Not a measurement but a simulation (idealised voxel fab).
The process module presented herein is designated voxel capacitor over wiring.
Pictured: cross-section cut, 255 nm wide, on a grid of 5 nm square cells.
When this document writes out a cross-section, it uses a grid of square cells and lists it as bands, beginning at the top and moving down, with a band standing for one or more rows of cells.
Per band: top height and bottom height in nm, followed by the left-to-right materials and their widths in nm; "full width" marks a single material spanning edge to edge, "empty" marks empty space.
Heights are reckoned from 0. Under this level, the received wafer is all of one material. The bottommost band is open-ended downward, for example "0 -> down".
So if you see something like "30..40" for the width, read it as the top row of the band sitting at the first number and the bottom row at the second, with every row in between moving by the same amount as the last.
A step reported as "no alterations made" is a step in which no cell of the cross-section changed.
Entry "Voids, fully enclosed" = empty spaces >= 8 cells with no open way to the top; each as width x height at distance, distance from left edge, all nm.
Anything after a step's settings on that line? It's the simulator's own note about the step.
A step's line can hold "overlay nm"; with a mask on that step, the setting says how far right of the planned place the mask lay, while a negative setting says it lay to the left.

[Steps in the process plan]
- 1: RECEIVE, material Si
- 2: CONFORMAL_DEP, material SiO2, thk nm 15
- 3: CONFORMAL_DEP, material SiCN, thk nm 5
- 4: DIRECTIONAL_DEP, material lowk, thk nm 15
- 5: PATTERN, tone open, mask id METAL_1, material resist, width nm 25, pitch nm 90, thk nm 15, overlay nm 0
- 6: DIRECTIONAL_ETCH, etch materials lowk, depth nm 15
- 7: DIRECTIONAL_ETCH, etch materials SiCN, depth nm 5
- 8: STRIP, etch materials resist
- 9: CONFORMAL_DEP, material TiN, thk nm 5
- 10: FILL_DEP, material Cu, thk nm 5
- 11: CMP, height nm 35
- 12: EPI, material Ru, thk nm 5
- 13: FILL_DEP, material SiCN, thk nm 5
- 14: DIRECTIONAL_DEP, material lowk, thk nm 15
- 15: DIRECTIONAL_DEP, material aC, thk nm 10
- 16: PATTERN, tone open, mask id PLUG_1, material resist, width nm 15, thk nm 25, overlay nm 0
- 17: DIRECTIONAL_ETCH, etch materials aC, depth nm 10
- 18: STRIP, etch materials resist
- 19: DIRECTIONAL_ETCH, etch materials lowk, depth nm 15
- 20: DIRECTIONAL_ETCH, etch materials SiCN, depth nm 5
- 21: STRIP, etch materials aC
- 22: EPI, material Ru, thk nm 10
- 23: EPI, material Ru, thk nm 10
- 24: DIRECTIONAL_DEP, material TiN, thk nm 5
- 25: DIRECTIONAL_DEP, material SiN, thk nm 5
- 26: DIRECTIONAL_DEP, material TiN, thk nm 10
- 27: MASKED_ETCH, tone cover, mask id UPPER_PLATE, width nm 70, etch materials TiN, depth nm 10, overlay nm 0
- 28: MASKED_ETCH, tone cover, mask id UPPER_PLATE, width nm 70, etch materials SiN, depth nm 5, overlay nm 0
- 29: PATTERN, tone cover, mask id LOWER_PLATE, material resist, width nm 80, thk nm 15, overlay nm 0
- 30: DIRECTIONAL_ETCH, etch materials TiN, depth nm 5
- 31: STRIP, etch materials resist
- 32: FILL_DEP, material SiO2, thk nm 15
- 33: CMP, height nm 90
- 34: PATTERN, tone open, mask id PLUG_2, material resist, width nm 15, thk nm 15, overlay nm 0
- 35: DIRECTIONAL_ETCH, etch materials SiO2, depth nm 10
- 36: STRIP, etch materials resist
- 37: CONFORMAL_DEP, material TiN, thk nm 5
- 38: FILL_DEP, material W, thk nm 5
- 39: CMP, height nm 90
- 40: CONFORMAL_DEP, material SiN, thk nm 5

[Cross-section of the wafer upon arrival, representing the state reached after step 1]
0 -> down  Si full width
Voids, fully enclosed: none

[End-of-module XS, first of two wafers, run as planned]
95 -> 90  SiN full width
90 -> 85  SiO2 90 | TiN 5 | W 5 | TiN 5 | SiO2 150
85 -> 80  SiO2 90 | TiN 15 | SiO2 150
80 -> 70  SiO2 80 | TiN 70 | SiO2 105
70 -> 65  SiO2 80 | SiN 70 | SiO2 105
65 -> 60  SiO2 75 | TiN 80 | SiO2 100
60 -> 45  lowk 80 | Ru 15 | lowk 160
45 -> 40  SiCN 80 | Ru 15 | SiCN 160
40 -> 35  SiCN 65 | Ru 35 | SiCN 55 | Ru 35 | SiCN 65
35 -> 20  lowk 70 | TiN 5 | Cu 15 | TiN 5 | lowk 65 | TiN 5 | Cu 15 | TiN 5 | lowk 70
20 -> 15  SiCN 70 | TiN 25 | SiCN 65 | TiN 25 | SiCN 70
15 -> 0  SiO2 full width
0 -> down  Si full width
Voids, fully enclosed: none

[Cross-section, second wafer: same start as the first, same plan as the first, one mistake in running it; taken at the end of the module]
95 -> 90  SiN full width
90 -> 85  SiO2 90 | TiN 5 | W 5 | TiN 5 | SiO2 150
85 -> 80  SiO2 90 | TiN 15 | SiO2 150
80 -> 70  SiO2 80 | TiN 70 | SiO2 105
70 -> 65  SiO2 80 | SiN 70 | SiO2 105
65 -> 60  SiO2 75 | TiN 80 | SiO2 100
60 -> 45  lowk 80 | Ru 15 | lowk 160
45 -> 40  SiCN 80 | Ru 15 | SiCN 160
40 -> 35  SiCN 65 | Ru 35 | SiCN 55 | Ru 35 | SiCN 65
35 -> 30  SiCN 70 | TiN 25 | SiCN 65 | TiN 25 | SiCN 70
30 -> 15  lowk full width
15 -> 0  SiO2 full width
0 -> down  Si full width
Voids, fully enclosed: none
Finding, execution versus plan: transposition of steps 3 and 4 relative to the planned sequence
The final cell counts differ between the wafers, with the second having more or fewer of some materials than the first: Cu -18 | TiN -12 | lowk +30
